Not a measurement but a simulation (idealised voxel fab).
Process module under the name voxel self aligned vias
The cross-section on display is named cut; it measures 250 nm wide, and its cells are 5 nm squares.
A cross-section is written here as square cells arranged in a grid, and it is given in bands from the top down, each band taking up one or more rows of cells. Look at the band entry: it leads with the top's height and the bottom's height in nm. Then it lists the materials left to right, with a width in nm for each. The word "everywhere" on a single material says that material fills the band edge to edge. The word "blank" is empty space. Basically, 0 is our baseline, since under it the wafer straight out of the box is all one material. The bottom band has no lower end and keeps on going down, so it looks like "0 and below". The two numbers in a width such as "30 to 40" mark its ends across the band: the first belongs to the top row of cells, the second to the bottom row, and from each row to the next the width moves by the same amount. Where a step carries "no modifications", the cross-section came out of it unchanged, cell for cell. "Enclosed void entries": sealed empty spaces, 8 cells or more, no open way to top, listed width x height at distance, with distance from the left edge and width, height and distance in nm. If you see something after the settings on a step's line, that's the simulator's own remark about that step. The "overlay nm" setting may appear on a step's line; for a step that uses a mask, it gives how far to the right of its planned position the mask lay, and a negative value indicates the left.
These are the steps we planned for the process:
- 1: RECEIVE: material Si
- 2: CONFORMAL_DEP: material SiO2, thk nm 15
- 3: CONFORMAL_DEP: material SiCN, thk nm 5
- 4: DIRECTIONAL_DEP: material SiO2, thk nm 30
- 5: PATTERN: tone open, mask id LINES, material resist, width nm 30, pitch nm 65, thk nm 15, overlay nm 0
- 6: DIRECTIONAL_ETCH: etch materials SiO2, depth nm 30
- 7: STRIP: etch materials resist
- 8: CONFORMAL_DEP: material TiN, thk nm 5
- 9: FILL_DEP: material Ru, thk nm 5
- 10: CMP: height nm 50
- 11: SELECTIVE_ETCH: etch materials W Ru TiN, depth nm 5
- 12: FILL_DEP: material SiN, thk nm 10
- 13: CMP: height nm 50
- 14: DIRECTIONAL_DEP: material SiO2, thk nm 15
- 15: MASKED_ETCH: tone open, mask id VIAS, width nm 50, pitch nm 65, etch materials SiO2, depth nm 15, overlay nm 0
- 16: MASKED_ETCH: tone open, mask id VIAS, width nm 50, pitch nm 65, etch materials SiN, depth nm 5, overlay nm 0
- 17: CONFORMAL_DEP: material TiN, thk nm 5
- 18: FILL_DEP: material W, thk nm 10
- 19: CMP: height nm 65
- 20: CONFORMAL_DEP: material SiN, thk nm 5
first wafer, as planned:
Wafer cross-section on receipt, i.e. after step 1:
- 0 and below = Si everywhere
- Enclosed void entries: none
Step 2 complete: cross-section through the wafer:
- 15 down to 0 = SiO2 everywhere
- Below 0, no change.
Step 3 complete: cross-section through the wafer:
- 20 down to 15 = SiCN everywhere
- Below 15, no change.
Step 4 complete: cross-section through the wafer:
- 50 down to 20 = SiO2 everywhere
- Below 20, no change.
Step 5 complete: cross-section through the wafer:
- 65 down to 50 = 75 of resist; 30 of blank; 35 of resist; 30 of blank; 80 of resist
- Below 50, no change.
Step 6 complete: cross-section through the wafer:
- 65 down to 50 = 75 of resist; 30 of blank; 35 of resist; 30 of blank; 80 of resist
- 50 down to 20 = 75 of SiO2; 30 of blank; 35 of SiO2; 30 of blank; 80 of SiO2
- Below 20, no change.
Step 7 complete: cross-section through the wafer:
- 50 down to 20 = 75 of SiO2; 30 of blank; 35 of SiO2; 30 of blank; 80 of SiO2
- Below 20, no change.
Step 8 complete: cross-section through the wafer:
- 55 down to 50 = 80 of TiN; 20 of blank; 45 of TiN; 20 of blank; 85 of TiN
- 50 down to 25 = 75 of SiO2; 5 of TiN; 20 of blank; 5 of TiN; 35 of SiO2; 5 of TiN; 20 of blank; 5 of TiN; 80 of SiO2
- 25 down to 20 = 75 of SiO2; 30 of TiN; 35 of SiO2; 30 of TiN; 80 of SiO2
- Below 20, no change.
Step 9 complete: cross-section through the wafer:
- 60 down to 55 = Ru everywhere
- 55 down to 50 = 80 of TiN; 20 of Ru; 45 of TiN; 20 of Ru; 85 of TiN
- 50 down to 25 = 75 of SiO2; 5 of TiN; 20 of Ru; 5 of TiN; 35 of SiO2; 5 of TiN; 20 of Ru; 5 of TiN; 80 of SiO2
- Below 25, no change.
Step 10 complete: cross-section through the wafer:
- 50 down to 25 = 75 of SiO2; 5 of TiN; 20 of Ru; 5 of TiN; 35 of SiO2; 5 of TiN; 20 of Ru; 5 of TiN; 80 of SiO2
- Below 25, no change.
Step 11 complete: cross-section through the wafer:
- 50 down to 45 = 75 of SiO2; 30 of blank; 35 of SiO2; 30 of blank; 80 of SiO2
- Below 45, no change.
Step 12 complete: cross-section through the wafer:
- 60 down to 50 = SiN everywhere
- 50 down to 45 = 75 of SiO2; 30 of SiN; 35 of SiO2; 30 of SiN; 80 of SiO2
- Below 45, no change.
Step 13 complete: cross-section through the wafer:
- 50 down to 45 = 75 of SiO2; 30 of SiN; 35 of SiO2; 30 of SiN; 80 of SiO2
- Below 45, no change.
Step 14 complete: cross-section through the wafer:
- 65 down to 50 = SiO2 everywhere
- Below 50, no change.
Step 15 complete: cross-section through the wafer:
- 65 down to 50 = 65 of SiO2; 50 of blank; 15 of SiO2; 50 of blank; 70 of SiO2
- Below 50, no change.
Step 16 complete: cross-section through the wafer:
- 65 down to 50 = 65 of SiO2; 50 of blank; 15 of SiO2; 50 of blank; 70 of SiO2
- 50 down to 45 = 75 of SiO2; 30 of blank; 35 of SiO2; 30 of blank; 80 of SiO2
- Below 45, no change.
Step 17 complete: cross-section through the wafer:
- 70 down to 65 = 70 of TiN; 40 of blank; 25 of TiN; 40 of blank; 75 of TiN
- 65 down to 55 = 65 of SiO2; 5 of TiN; 40 of blank; 5 of TiN; 15 of SiO2; 5 of TiN; 40 of blank; 5 of TiN; 70 of SiO2
- 55 down to 50 = 65 of SiO2; 15 of TiN; 20 of blank; 15 of TiN; 15 of SiO2; 15 of TiN; 20 of blank; 15 of TiN; 70 of SiO2
- 50 down to 45 = 75 of SiO2; 30 of TiN; 35 of SiO2; 30 of TiN; 80 of SiO2
- Below 45, no change.
Step 18 complete: cross-section through the wafer:
- 80 down to 70 = W everywhere
- 70 down to 65 = 70 of TiN; 40 of W; 25 of TiN; 40 of W; 75 of TiN
- 65 down to 55 = 65 of SiO2; 5 of TiN; 40 of W; 5 of TiN; 15 of SiO2; 5 of TiN; 40 of W; 5 of TiN; 70 of SiO2
- 55 down to 50 = 65 of SiO2; 15 of TiN; 20 of W; 15 of TiN; 15 of SiO2; 15 of TiN; 20 of W; 15 of TiN; 70 of SiO2
- Below 50, no change.
Step 19 complete: cross-section through the wafer:
- 65 down to 55 = 65 of SiO2; 5 of TiN; 40 of W; 5 of TiN; 15 of SiO2; 5 of TiN; 40 of W; 5 of TiN; 70 of SiO2
- Below 55, no change.
Step 20 complete: cross-section through the wafer:
- 70 down to 65 = SiN everywhere
- Below 65, no change.
Second of two: same start, same plan, one run error; steps up to and including 1 match the first:
Cross-sectional representation of the second wafer at the time designated in the plan for the completion of step 2:
- 30 down to 0 = SiO2 everywhere
- Below 0, no change.
Cross-sectional representation of the second wafer at the time designated in the plan for the completion of step 3:
- 35 down to 30 = SiCN everywhere
- Below 30, no change.
Cross-sectional representation of the second wafer at the time designated in the plan for the completion of step 4:
- 65 down to 35 = SiO2 everywhere
- Below 35, no change.
Cross-sectional representation of the second wafer at the time designated in the plan for the completion of step 5:
- 80 down to 65 = 75 of resist; 30 of blank; 35 of resist; 30 of blank; 80 of resist
- Below 65, no change.
Cross-sectional representation of the second wafer at the time designated in the plan for the completion of step 6:
- 80 down to 65 = 75 of resist; 30 of blank; 35 of resist; 30 of blank; 80 of resist
- 65 down to 35 = 75 of SiO2; 30 of blank; 35 of SiO2; 30 of blank; 80 of SiO2
- Below 35, no change.
Cross-sectional representation of the second wafer at the time designated in the plan for the completion of step 7:
- 65 down to 35 = 75 of SiO2; 30 of blank; 35 of SiO2; 30 of blank; 80 of SiO2
- Below 35, no change.
Cross-sectional representation of the second wafer at the time designated in the plan for the completion of step 8:
- 70 down to 65 = 80 of TiN; 20 of blank; 45 of TiN; 20 of blank; 85 of TiN
- 65 down to 40 = 75 of SiO2; 5 of TiN; 20 of blank; 5 of TiN; 35 of SiO2; 5 of TiN; 20 of blank; 5 of TiN; 80 of SiO2
- 40 down to 35 = 75 of SiO2; 30 of TiN; 35 of SiO2; 30 of TiN; 80 of SiO2
- Below 35, no change.
Cross-sectional representation of the second wafer at the time designated in the plan for the completion of step 9:
- 75 down to 70 = Ru everywhere
- 70 down to 65 = 80 of TiN; 20 of Ru; 45 of TiN; 20 of Ru; 85 of TiN
- 65 down to 40 = 75 of SiO2; 5 of TiN; 20 of Ru; 5 of TiN; 35 of SiO2; 5 of TiN; 20 of Ru; 5 of TiN; 80 of SiO2
- Below 40, no change.
Cross-sectional representation of the second wafer at the time designated in the plan for the completion of step 10:
- 50 down to 40 = 75 of SiO2; 5 of TiN; 20 of Ru; 5 of TiN; 35 of SiO2; 5 of TiN; 20 of Ru; 5 of TiN; 80 of SiO2
- Below 40, no change.
Cross-sectional representation of the second wafer at the time designated in the plan for the completion of step 11:
- 50 down to 45 = 75 of SiO2; 30 of blank; 35 of SiO2; 30 of blank; 80 of SiO2
- Below 45, no change.
Cross-sectional representation of the second wafer at the time designated in the plan for the completion of step 12:
- 60 down to 50 = SiN everywhere
- 50 down to 45 = 75 of SiO2; 30 of SiN; 35 of SiO2; 30 of SiN; 80 of SiO2
- Below 45, no change.
Cross-sectional representation of the second wafer at the time designated in the plan for the completion of step 13:
- 50 down to 45 = 75 of SiO2; 30 of SiN; 35 of SiO2; 30 of SiN; 80 of SiO2
- Below 45, no change.
Cross-sectional representation of the second wafer at the time designated in the plan for the completion of step 14:
- 65 down to 50 = SiO2 everywhere
- Below 50, no change.
Cross-sectional representation of the second wafer at the time designated in the plan for the completion of step 15:
- 65 down to 50 = 65 of SiO2; 50 of blank; 15 of SiO2; 50 of blank; 70 of SiO2
- Below 50, no change.
Cross-sectional representation of the second wafer at the time designated in the plan for the completion of step 16:
- 65 down to 50 = 65 of SiO2; 50 of blank; 15 of SiO2; 50 of blank; 70 of SiO2
- 50 down to 45 = 75 of SiO2; 30 of blank; 35 of SiO2; 30 of blank; 80 of SiO2
- Below 45, no change.
Cross-sectional representation of the second wafer at the time designated in the plan for the completion of step 17:
- 70 down to 65 = 70 of TiN; 40 of blank; 25 of TiN; 40 of blank; 75 of TiN
- 65 down to 55 = 65 of SiO2; 5 of TiN; 40 of blank; 5 of TiN; 15 of SiO2; 5 of TiN; 40 of blank; 5 of TiN; 70 of SiO2
- 55 down to 50 = 65 of SiO2; 15 of TiN; 20 of blank; 15 of TiN; 15 of SiO2; 15 of TiN; 20 of blank; 15 of TiN; 70 of SiO2
- 50 down to 45 = 75 of SiO2; 30 of TiN; 35 of SiO2; 30 of TiN; 80 of SiO2
- Below 45, no change.
Cross-sectional representation of the second wafer at the time designated in the plan for the completion of step 18:
- 80 down to 70 = W everywhere
- 70 down to 65 = 70 of TiN; 40 of W; 25 of TiN; 40 of W; 75 of TiN
- 65 down to 55 = 65 of SiO2; 5 of TiN; 40 of W; 5 of TiN; 15 of SiO2; 5 of TiN; 40 of W; 5 of TiN; 70 of SiO2
- 55 down to 50 = 65 of SiO2; 15 of TiN; 20 of W; 15 of TiN; 15 of SiO2; 15 of TiN; 20 of W; 15 of TiN; 70 of SiO2
- Below 50, no change.
Cross-sectional representation of the second wafer at the time designated in the plan for the completion of step 19:
- 65 down to 55 = 65 of SiO2; 5 of TiN; 40 of W; 5 of TiN; 15 of SiO2; 5 of TiN; 40 of W; 5 of TiN; 70 of SiO2
- Below 55, no change.
Cross-sectional representation of the second wafer at the time designated in the plan for the completion of step 20:
- 70 down to 65 = SiN everywhere
- Below 65, no change.
Which mistake was made when the wafer was run? in the plan, step 2 was performed twice
Final tally in cells, some materials are higher or lower on the second wafer than on the first: Ru -24 | SiO2 +36 | TiN -12
